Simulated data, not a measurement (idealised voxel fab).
process module | voxel tone inversion
cross-section cut | 250 nm wide | cells 5 nm
A cross-section is a grid of square cells, given in bands from the top down. A band is one or more rows of cells.
Each band's line starts with the height of the band's top and of its bottom, in nm. Then come its materials from left to right, each with its width in nm. One material with "throughout" fills the band from edge to edge. "air" is empty space.
Height 0 is the level under which the wafer as received is all one material. The lowest band goes on downwards, as in "0 down".
A width such as "30 to 40" changes by the same amount from each row of cells to the next, from the band's top row to its bottom row.
"no change" after a step means that no cell of the cross-section changed.
closed voids: empty space of 8 cells or more with no open way to the top, each as width x height at its distance from the left edge, in nm
after a step's settings: what the simulator itself notes on the step
overlay nm, on a step with a mask: how far to the right of its planned place the mask lay; to the left if negative
plan
1 op RECEIVE | material Si
2 op CONFORMAL_DEP | material SiN | thk nm 10
3 op DIRECTIONAL_DEP | material polySi | thk nm 25
4 op PATTERN | tone cover | mask id POSTS | material resist | width nm 15 | pitch nm 45 | thk nm 35 | overlay nm 0
5 op DIRECTIONAL_ETCH | etch materials polySi | depth nm 25
6 op STRIP | etch materials resist
7 op FILL_DEP | material SiO2 | thk nm 10
8 op CMP | height nm 35
9 op STRIP | etch materials polySi
10 op CONFORMAL_DEP | material TiN | thk nm 5
11 op FILL_DEP | material Ru | thk nm 10
12 op CMP | height nm 35
13 op CONFORMAL_DEP | material SiN | thk nm 5
first wafer, as planned
as received, after step 1
  0 down: Si throughout
  closed voids: none
after step 2
  10 to 0: SiN throughout
  below 0: unchanged
after step 3
  35 to 10: polySi throughout
  below 10: unchanged
after step 4
  70 to 35: air 70 | resist 15 | air 30 | resist 15 | air 30 | resist 15 | air 75
  below 35: unchanged
after step 5
  70 to 35: air 70 | resist 15 | air 30 | resist 15 | air 30 | resist 15 | air 75
  35 to 10: air 70 | polySi 15 | air 30 | polySi 15 | air 30 | polySi 15 | air 75
  below 10: unchanged
after step 6
  35 to 10: air 70 | polySi 15 | air 30 | polySi 15 | air 30 | polySi 15 | air 75
  below 10: unchanged
after step 7
  45 to 35: SiO2 throughout
  35 to 10: SiO2 70 | polySi 15 | SiO2 30 | polySi 15 | SiO2 30 | polySi 15 | SiO2 75
  below 10: unchanged
after step 8
  35 to 10: SiO2 70 | polySi 15 | SiO2 30 | polySi 15 | SiO2 30 | polySi 15 | SiO2 75
  below 10: unchanged
after step 9
  35 to 10: SiO2 70 | air 15 | SiO2 30 | air 15 | SiO2 30 | air 15 | SiO2 75
  below 10: unchanged
after step 10
  40 to 35: TiN 75 | air 5 | TiN 40 | air 5 | TiN 40 | air 5 | TiN 80
  35 to 15: SiO2 70 | TiN 5 | air 5 | TiN 5 | SiO2 30 | TiN 5 | air 5 | TiN 5 | SiO2 30 | TiN 5 | air 5 | TiN 5 | SiO2 75
  15 to 10: SiO2 70 | TiN 15 | SiO2 30 | TiN 15 | SiO2 30 | TiN 15 | SiO2 75
  below 10: unchanged
after step 11
  50 to 40: Ru throughout
  40 to 35: TiN 75 | Ru 5 | TiN 40 | Ru 5 | TiN 40 | Ru 5 | TiN 80
  35 to 15: SiO2 70 | TiN 5 | Ru 5 | TiN 5 | SiO2 30 | TiN 5 | Ru 5 | TiN 5 | SiO2 30 | TiN 5 | Ru 5 | TiN 5 | SiO2 75
  below 15: unchanged
after step 12
  35 to 15: SiO2 70 | TiN 5 | Ru 5 | TiN 5 | SiO2 30 | TiN 5 | Ru 5 | TiN 5 | SiO2 30 | TiN 5 | Ru 5 | TiN 5 | SiO2 75
  below 15: unchanged
after step 13
  40 to 35: SiN throughout
  below 35: unchanged
second wafer: like start, like plan, one mistake. Through step 10 it matches the first wafer
when step 11 should have ended
  60 to 40: Ru throughout
  40 to 35: TiN 75 | Ru 5 | TiN 40 | Ru 5 | TiN 40 | Ru 5 | TiN 80
  35 to 15: SiO2 70 | TiN 5 | Ru 5 | TiN 5 | SiO2 30 | TiN 5 | Ru 5 | TiN 5 | SiO2 30 | TiN 5 | Ru 5 | TiN 5 | SiO2 75
  below 15: unchanged
when step 12 should have ended
  35 to 15: SiO2 70 | TiN 5 | Ru 5 | TiN 5 | SiO2 30 | TiN 5 | Ru 5 | TiN 5 | SiO2 30 | TiN 5 | Ru 5 | TiN 5 | SiO2 75
  below 15: unchanged
when step 13 should have ended
  40 to 35: SiN throughout
  below 35: unchanged
what went wrong: step 11 was run twice
at the end the two cross-sections are the same: no effect in what this model computes
